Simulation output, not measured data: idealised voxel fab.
Name of the process module below: voxel double patterning
210 nm wide, 5 nm square cells: that's cross-section cut.
Think of the cross-section as a grid of square cells. We describe it in bands, top to bottom, and each band covers one or more rows of those cells.
Top, bottom (nm), then materials left to right with widths (nm); lone material tagged "edge to edge" fills the whole band edge to edge; "empty" = empty space.
Basically, 0 is our baseline, since under it the wafer straight out of the box is all one material. The bottom band has no lower end and keeps on going down, so it looks like "0 -> down".
Think of "30 to 40" as a width that walks from the first number to the second as you go down the band, top row to bottom row, taking equal-sized steps from row to row.
It should be understood that the words "no alterations made", when stated for a given step, signify that the cross-section underwent no change in any of its cells during that step.
The entry titled "Enclosed void listing" provides the empty spaces that have no open way to the top, restricted to those of 8 cells or more. Each is presented as width x height at distance, the distance being measured from the left edge, with all three in nm.
Text after the settings on a step's line: the simulator's own remark on that step.
overlay nm: mask right of planned place by this much (step with mask). Neg. = left.

### List of planned process steps
step 1: RECEIVE,material Si
step 2: CONFORMAL_DEP,material SiO2,thk nm 10
step 3: DIRECTIONAL_DEP,material polySi,thk nm 10
step 4: DIRECTIONAL_DEP,material SiN,thk nm 10
step 5: DIRECTIONAL_DEP,material aC,thk nm 10
step 6: PATTERN,tone open,mask id FIRST,material resist,width nm 15,pitch nm 50,thk nm 25,overlay nm 0
step 7: DIRECTIONAL_ETCH,etch materials aC,depth nm 10
step 8: STRIP,etch materials resist
step 9: DIRECTIONAL_ETCH,etch materials SiN,depth nm 10
step 10: STRIP,etch materials aC
step 11: MASKED_ETCH,tone open,mask id SECOND,width nm 15,pitch nm 50,etch materials SiN,depth nm 10,overlay nm 0
step 12: DIRECTIONAL_ETCH,etch materials polySi,depth nm 10
step 13: STRIP,etch materials SiN

### Cross-section of the wafer upon arrival, representing the state reached after step 1
  0 -> down = Si edge to edge
  Enclosed void listing: none

### The first of the two wafers as seen in cross-section once the module was finished; processing followed the plan
  20 -> 10 = 45 nm polySi | 15 nm empty | 10 nm polySi | 15 nm empty | 10 nm polySi | 15 nm empty | 10 nm polySi | 15 nm empty | 10 nm polySi | 15 nm empty | 50 nm polySi
  10 -> 0 = SiO2 edge to edge
  0 -> down = Si edge to edge
  Enclosed void listing: none

### Wafer two (of two), end-of-module cross-section: start = wafer one, plan = wafer one, one run mistake
  20 -> 10 = SiO2 edge to edge
  10 -> 0 = polySi edge to edge
  0 -> down = Si edge to edge
  Enclosed void listing: none
Where did the run depart from the plan? steps 2 and 3 traded places in the executed sequence
Final wafer comparison in cells, second versus first, more or fewer per material: +30 polySi
